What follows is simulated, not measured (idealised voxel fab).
This is a process module. Its name is voxel double patterning.
Cross-section cut spans 210 nm and uses square cells 5 nm in size.
Format of a cross-section: grid, square cells. Given as bands. Order: top down. Band: one or more rows of cells. Top, bottom (nm), then materials left to right with widths (nm); lone material tagged "full width" fills the whole band edge to edge; "air" = empty space. We count height from 0. Below that, the starting wafer is all one material. The lowest band never ends at the bottom but goes on down; see "0 and below" for how that is written. The notation "30 to 40" denotes a width that varies across the rows of cells in the band, beginning at the first number in the top row, finishing at the second number in the bottom row, and changing by an identical amount from each row to the next. When a step is marked "nothing altered", none of the cells in the cross-section changed during that step. Entry "Fully enclosed voids" = empty spaces >= 8 cells with no open way to the top; each as width x height at distance, distance from left edge, all nm. That trailing text on a step's line, after the settings, is the simulator's own remark on the step. overlay nm: right-of-plan distance of the mask on a masked step; negative values mean left-of-plan. Each pair below shows a cross-section before one step and the cross-section after it, down to the lowest band that changed. The line under each pair gives the step between them, with its settings. The pairs can come from different runs of this module on the same starting wafer, so a pair continues from the pair above only where its "Pre-step profile" says so.
[Pre-step profile]
    25 down to 20: air: 70 / SiN: 15 / air: 35 / SiN: 15 / air: 75
    20 down to 10: air: 70 / polySi: 15 / air: 35 / polySi: 15 / air: 75
    10 down to 0: SiO2 full width
    0 and below: Si full width
    Fully enclosed voids: none
[Sectional Result]
    20 down to 10: air: 70 / polySi: 15 / air: 35 / polySi: 15 / air: 75
    Under the height 10 nothing was changed.
    Fully enclosed voids: none
The transition between the preceding cross-sections is accomplished by STRIP | etch materials SiN
